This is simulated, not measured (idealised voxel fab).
Process module under the name voxel capacitor over wiring
For reference, the cross-section in this document is cut, with width 200 nm and square cells of 5 nm.
How to read a cross-section here: the picture is a grid of square cells, written as bands going from the top down, and any band can span one or more rows of cells.
Per band: top height and bottom height in nm, followed by the left-to-right materials and their widths in nm; "throughout" marks a single material spanning edge to edge, "air" marks empty space.
The level at which height equals 0 is the one under which the wafer, as it arrives, is entirely one material. No lower edge exists for the bottom band, which continues downward and is notated as in "0 -> down".
Graded width ("30->40"): value in top row of band = first number; value in bottom row = second number; row-to-row change constant.
Any step labelled "remains unaltered" changed none of the cells in the cross-section.
Each empty space that has no open way to the top and spans at least 8 cells appears under "Fully closed voids" as width x height at distance, the distance counted from the left edge, all in nm.
On each step's line, the part that comes after the settings is the simulator's own comment on the step.
overlay nm: on a step with a mask, how far right of its planned place the mask lay; negative means left.

-- The steps planned for the process are as follows
1,RECEIVE with material Si
2,CONFORMAL_DEP with material SiO2, thk nm 10
3,DIRECTIONAL_DEP with material TiN, thk nm 5
4,DIRECTIONAL_DEP with material W, thk nm 15
5,MASKED_ETCH with tone cover, mask id METAL_1, width nm 30, pitch nm 90, etch materials W, depth nm 15, overlay nm 0
6,MASKED_ETCH with tone cover, mask id METAL_1, width nm 30, pitch nm 90, etch materials TiN, depth nm 5, overlay nm 0
7,CONFORMAL_DEP with material SiCN, thk nm 5
8,FILL_DEP with material lowk, thk nm 10
9,CMP with height nm 30
10,CONFORMAL_DEP with material SiCN, thk nm 5
11,DIRECTIONAL_DEP with material lowk, thk nm 10
12,PATTERN with tone open, mask id PLUG_1, material resist, width nm 15, thk nm 15, overlay nm 0
13,DIRECTIONAL_ETCH with etch materials lowk, depth nm 10
14,DIRECTIONAL_ETCH with etch materials SiCN, depth nm 5
15,STRIP with etch materials resist
16,EPI with material Ru, thk nm 10
17,EPI with material Ru, thk nm 5
18,DIRECTIONAL_DEP with material TiN, thk nm 5
19,DIRECTIONAL_DEP with material HfO2, thk nm 5
20,DIRECTIONAL_DEP with material TiN, thk nm 10
21,DIRECTIONAL_DEP with material aC, thk nm 10
22,PATTERN with tone cover, mask id UPPER_PLATE, material resist, width nm 65, thk nm 25, overlay nm 0
23,DIRECTIONAL_ETCH with etch materials aC, depth nm 10
24,STRIP with etch materials resist
25,DIRECTIONAL_ETCH with etch materials TiN, depth nm 10
26,DIRECTIONAL_ETCH with etch materials HfO2, depth nm 5
27,STRIP with etch materials aC
28,PATTERN with tone cover, mask id LOWER_PLATE, material resist, width nm 75, thk nm 20, overlay nm 0
29,DIRECTIONAL_ETCH with etch materials TiN, depth nm 5
30,STRIP with etch materials resist
31,FILL_DEP with material SiO2, thk nm 20
32,CMP with height nm 80
33,DIRECTIONAL_DEP with material aC, thk nm 10
34,PATTERN with tone open, mask id PLUG_2, material resist, width nm 15, thk nm 30, overlay nm 0
35,DIRECTIONAL_ETCH with etch materials aC, depth nm 10
36,STRIP with etch materials resist
37,DIRECTIONAL_ETCH with etch materials SiO2, depth nm 15
38,STRIP with etch materials aC
39,CONFORMAL_DEP with material TiN, thk nm 5
40,FILL_DEP with material Cu, thk nm 5
41,CMP with height nm 80
42,CONFORMAL_DEP with material SiCN, thk nm 5

-- Cross-section of the wafer upon arrival, representing the state reached after step 1
	0 -> down | Si throughout
	Fully closed voids: none

-- End-of-module cross-section. Starting structure and process plan as above; one mistake made in running it
	85 -> 80 | SiCN throughout
	80 -> 70 | SiO2: 65  TiN: 5  Cu: 5  TiN: 5  SiO2: 120
	70 -> 65 | SiO2: 65  TiN: 15  SiO2: 120
	65 -> 60 | SiO2 throughout
	60 -> 50 | SiO2: 55  TiN: 65  SiO2: 80
	50 -> 45 | SiO2: 55  HfO2: 65  SiO2: 80
	45 -> 35 | lowk: 55  Ru: 15  lowk: 130
	35 -> 30 | SiCN: 55  Ru: 15  SiCN: 130
	30 -> 15 | lowk: 35  SiCN: 5  W: 30  SiCN: 5  lowk: 50  SiCN: 5  W: 30  SiCN: 5  lowk: 35
	15 -> 10 | SiCN: 40  TiN: 30  SiCN: 60  TiN: 30  SiCN: 40
	10 -> 0 | SiO2 throughout
	0 -> down | Si throughout
	Fully closed voids: none
The plan and the run diverged here: skipped: plan step 18 (never run)
